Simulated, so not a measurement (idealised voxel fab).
A process module follows: voxel quadruple lines.
cross-section cut | 265 nm wide | cells 5 nm
Heads up, the way a cross-section reads in here is a grid of square cells, handed over as bands from the top down, with every band being one or more rows of cells.
Band: top and bottom heights (nm) first, top before bottom; then materials from left to right, widths in nm. "throughout" marks a sole material filling the band edge to edge. "empty" denotes empty space.
Height datum 0, below which the as-received substrate wafer is one material. Lowest band open at the bottom, running downward: "0..down".
Read "30->40" as a graded width: first number on top, second number at the bottom, same change between each pair of neighbouring rows.
Basically "left unchanged" means that step didn't change any cell in the cross-section.
"Enclosed void entries" means: voids of 8 cells or more that are shut off from the top with no open way through. Written width x height at distance, distance from the left edge, in nm.
On a step's line, text after the settings is the simulator commenting on that step.
You can add "overlay nm" to a step's line. For a step with a mask, it describes how far the mask lay to the right of its planned position, and a negative number describes a lay to the left.

**Process steps - plan**
1,RECEIVE (material Si)
2,CONFORMAL_DEP (material SiO2; thk nm 5)
3,DIRECTIONAL_DEP (material W; thk nm 10)
4,DIRECTIONAL_DEP (material polySi; thk nm 20)
5,DIRECTIONAL_DEP (material aC; thk nm 20)
6,PATTERN (tone cover; mask id MANDREL; material resist; width nm 25; pitch nm 80; thk nm 25; overlay nm 0)
7,DIRECTIONAL_ETCH (etch materials aC; depth nm 20)
8,STRIP (etch materials resist)
9,CONFORMAL_DEP (material SiO2; thk nm 15)
10,DIRECTIONAL_ETCH (etch materials SiO2; depth nm 15)
11,STRIP (etch materials aC)
12,DIRECTIONAL_ETCH (etch materials polySi; depth nm 20)
13,STRIP (etch materials SiO2)
14,CONFORMAL_DEP (material SiN; thk nm 5)
15,DIRECTIONAL_ETCH (etch materials SiN; depth nm 5)
16,STRIP (etch materials polySi)
17,DIRECTIONAL_ETCH (etch materials W; depth nm 10)
18,STRIP (etch materials SiN)
19,FILL_DEP (material lowk; thk nm 10)
20,CMP (height nm 15)

**First of two wafers - as planned**

**Shown in cross-section is the wafer as received, that is, as it stands after step 1**
    0..down: Si throughout
    Enclosed void entries: none

**Step 2 done - wafer cross-section**
    5..0: SiO2 throughout
    Note: structure below 0 unchanged.

**Step 3 done - wafer cross-section**
    15..5: W throughout
    Note: structure below 5 unchanged.

**Step 4 done - wafer cross-section**
    35..15: polySi throughout
    Note: structure below 15 unchanged.

**Step 5 done - wafer cross-section**
    55..35: aC throughout
    Note: structure below 35 unchanged.

**Step 6 done - wafer cross-section**
    80..55: empty=80; resist=25; empty=55; resist=25; empty=80
    Note: structure below 55 unchanged.

**Step 7 done - wafer cross-section**
    60..55: empty=80; resist=25; empty=55; resist=25; empty=80
    55..35: empty=80; aC=25; empty=55; aC=25; empty=80
    Note: structure below 35 unchanged.

**Step 8 done - wafer cross-section**
    55..35: empty=80; aC=25; empty=55; aC=25; empty=80
    Note: structure below 35 unchanged.

**Step 9 done - wafer cross-section**
    70..55: empty=65; SiO2=55; empty=25; SiO2=55; empty=65
    55..50: empty=65; SiO2=15; aC=25; SiO2=15; empty=25; SiO2=15; aC=25; SiO2=15; empty=65
    50..35: SiO2=80; aC=25; SiO2=55; aC=25; SiO2=80
    Note: structure below 35 unchanged.

**Step 10 done - wafer cross-section**
    55..35: empty=65; SiO2=15; aC=25; SiO2=15; empty=25; SiO2=15; aC=25; SiO2=15; empty=65
    Note: structure below 35 unchanged.

**Step 11 done - wafer cross-section**
    55..35: empty=65; SiO2=15; empty=25; SiO2=15; empty=25; SiO2=15; empty=25; SiO2=15; empty=65
    Note: structure below 35 unchanged.

**Step 12 done - wafer cross-section**
    55..35: empty=65; SiO2=15; empty=25; SiO2=15; empty=25; SiO2=15; empty=25; SiO2=15; empty=65
    35..15: empty=65; polySi=15; empty=25; polySi=15; empty=25; polySi=15; empty=25; polySi=15; empty=65
    Note: structure below 15 unchanged.

**Step 13 done - wafer cross-section**
    35..15: empty=65; polySi=15; empty=25; polySi=15; empty=25; polySi=15; empty=25; polySi=15; empty=65
    Note: structure below 15 unchanged.

**Step 14 done - wafer cross-section**
    40..35: empty=60; SiN=25; empty=15; SiN=25; empty=15; SiN=25; empty=15; SiN=25; empty=60
    35..20: empty=60; SiN=5; polySi=15; SiN=5; empty=15; SiN=5; polySi=15; SiN=5; empty=15; SiN=5; polySi=15; SiN=5; empty=15; SiN=5; polySi=15; SiN=5; empty=60
    20..15: SiN=65; polySi=15; SiN=25; polySi=15; SiN=25; polySi=15; SiN=25; polySi=15; SiN=65
    Note: structure below 15 unchanged.

**Step 15 done - wafer cross-section**
    35..15: empty=60; SiN=5; polySi=15; SiN=5; empty=15; SiN=5; polySi=15; SiN=5; empty=15; SiN=5; polySi=15; SiN=5; empty=15; SiN=5; polySi=15; SiN=5; empty=60
    Note: structure below 15 unchanged.

**Step 16 done - wafer cross-section**
    35..15: empty=60; SiN=5; empty=15; SiN=5; empty=15; SiN=5; empty=15; SiN=5; empty=15; SiN=5; empty=15; SiN=5; empty=15; SiN=5; empty=15; SiN=5; empty=60
    Note: structure below 15 unchanged.

**Step 17 done - wafer cross-section**
    35..15: empty=60; SiN=5; empty=15; SiN=5; empty=15; SiN=5; empty=15; SiN=5; empty=15; SiN=5; empty=15; SiN=5; empty=15; SiN=5; empty=15; SiN=5; empty=60
    15..5: empty=60; W=5; empty=15; W=5; empty=15; W=5; empty=15; W=5; empty=15; W=5; empty=15; W=5; empty=15; W=5; empty=15; W=5; empty=60
    Note: structure below 5 unchanged.

**Step 18 done - wafer cross-section**
    15..5: empty=60; W=5; empty=15; W=5; empty=15; W=5; empty=15; W=5; empty=15; W=5; empty=15; W=5; empty=15; W=5; empty=15; W=5; empty=60
    Note: structure below 5 unchanged.

**Step 19 done - wafer cross-section**
    25..15: lowk throughout
    15..5: lowk=60; W=5; lowk=15; W=5; lowk=15; W=5; lowk=15; W=5; lowk=15; W=5; lowk=15; W=5; lowk=15; W=5; lowk=15; W=5; lowk=60
    Note: structure below 5 unchanged.

**Step 20 done - wafer cross-section**
    15..5: lowk=60; W=5; lowk=15; W=5; lowk=15; W=5; lowk=15; W=5; lowk=15; W=5; lowk=15; W=5; lowk=15; W=5; lowk=15; W=5; lowk=60
    Note: structure below 5 unchanged.

**second wafer: like start, like plan, one mistake. Through step 1 it matches the first wafer**

The second wafer cut through, at the time step 2 was supposed to be finished: left unchanged

**The second wafer cut through, at the time step 3 was supposed to be finished**
    10..0: W throughout
    Note: structure below 0 unchanged.

**The second wafer cut through, at the time step 4 was supposed to be finished**
    30..10: polySi throughout
    Note: structure below 10 unchanged.

**The second wafer cut through, at the time step 5 was supposed to be finished**
    50..30: aC throughout
    Note: structure below 30 unchanged.

**The second wafer cut through, at the time step 6 was supposed to be finished**
    75..50: empty=80; resist=25; empty=55; resist=25; empty=80
    Note: structure below 50 unchanged.

**The second wafer cut through, at the time step 7 was supposed to be finished**
    55..50: empty=80; resist=25; empty=55; resist=25; empty=80
    50..30: empty=80; aC=25; empty=55; aC=25; empty=80
    Note: structure below 30 unchanged.

**The second wafer cut through, at the time step 8 was supposed to be finished**
    50..30: empty=80; aC=25; empty=55; aC=25; empty=80
    Note: structure below 30 unchanged.

**The second wafer cut through, at the time step 9 was supposed to be finished**
    65..50: empty=65; SiO2=55; empty=25; SiO2=55; empty=65
    50..45: empty=65; SiO2=15; aC=25; SiO2=15; empty=25; SiO2=15; aC=25; SiO2=15; empty=65
    45..30: SiO2=80; aC=25; SiO2=55; aC=25; SiO2=80
    Note: structure below 30 unchanged.

**The second wafer cut through, at the time step 10 was supposed to be finished**
    50..30: empty=65; SiO2=15; aC=25; SiO2=15; empty=25; SiO2=15; aC=25; SiO2=15; empty=65
    Note: structure below 30 unchanged.

**The second wafer cut through, at the time step 11 was supposed to be finished**
    50..30: empty=65; SiO2=15; empty=25; SiO2=15; empty=25; SiO2=15; empty=25; SiO2=15; empty=65
    Note: structure below 30 unchanged.

**The second wafer cut through, at the time step 12 was supposed to be finished**
    50..30: empty=65; SiO2=15; empty=25; SiO2=15; empty=25; SiO2=15; empty=25; SiO2=15; empty=65
    30..10: empty=65; polySi=15; empty=25; polySi=15; empty=25; polySi=15; empty=25; polySi=15; empty=65
    Note: structure below 10 unchanged.

**The second wafer cut through, at the time step 13 was supposed to be finished**
    30..10: empty=65; polySi=15; empty=25; polySi=15; empty=25; polySi=15; empty=25; polySi=15; empty=65
    Note: structure below 10 unchanged.

**The second wafer cut through, at the time step 14 was supposed to be finished**
    35..30: empty=60; SiN=25; empty=15; SiN=25; empty=15; SiN=25; empty=15; SiN=25; empty=60
    30..15: empty=60; SiN=5; polySi=15; SiN=5; empty=15; SiN=5; polySi=15; SiN=5; empty=15; SiN=5; polySi=15; SiN=5; empty=15; SiN=5; polySi=15; SiN=5; empty=60
    15..10: SiN=65; polySi=15; SiN=25; polySi=15; SiN=25; polySi=15; SiN=25; polySi=15; SiN=65
    Note: structure below 10 unchanged.

**The second wafer cut through, at the time step 15 was supposed to be finished**
    30..10: empty=60; SiN=5; polySi=15; SiN=5; empty=15; SiN=5; polySi=15; SiN=5; empty=15; SiN=5; polySi=15; SiN=5; empty=15; SiN=5; polySi=15; SiN=5; empty=60
    Note: structure below 10 unchanged.

**The second wafer cut through, at the time step 16 was supposed to be finished**
    30..10: empty=60; SiN=5; empty=15; SiN=5; empty=15; SiN=5; empty=15; SiN=5; empty=15; SiN=5; empty=15; SiN=5; empty=15; SiN=5; empty=15; SiN=5; empty=60
    Note: structure below 10 unchanged.

**The second wafer cut through, at the time step 17 was supposed to be finished**
    30..10: empty=60; SiN=5; empty=15; SiN=5; empty=15; SiN=5; empty=15; SiN=5; empty=15; SiN=5; empty=15; SiN=5; empty=15; SiN=5; empty=15; SiN=5; empty=60
    10..0: empty=60; W=5; empty=15; W=5; empty=15; W=5; empty=15; W=5; empty=15; W=5; empty=15; W=5; empty=15; W=5; empty=15; W=5; empty=60
    Note: structure below 0 unchanged.

**The second wafer cut through, at the time step 18 was supposed to be finished**
    10..0: empty=60; W=5; empty=15; W=5; empty=15; W=5; empty=15; W=5; empty=15; W=5; empty=15; W=5; empty=15; W=5; empty=15; W=5; empty=60
    Note: structure below 0 unchanged.

**The second wafer cut through, at the time step 19 was supposed to be finished**
    20..10: lowk throughout
    10..0: lowk=60; W=5; lowk=15; W=5; lowk=15; W=5; lowk=15; W=5; lowk=15; W=5; lowk=15; W=5; lowk=15; W=5; lowk=15; W=5; lowk=60
    Note: structure below 0 unchanged.

**The second wafer cut through, at the time step 20 was supposed to be finished**
    15..10: lowk throughout
    Note: structure below 10 unchanged.
The plan and the run diverged here: step 2 was left out
In the final state, the cell counts of the second wafer exceed or fall short of those of the first for the following materials: SiO2: 53 fewer; lowk: 53 more
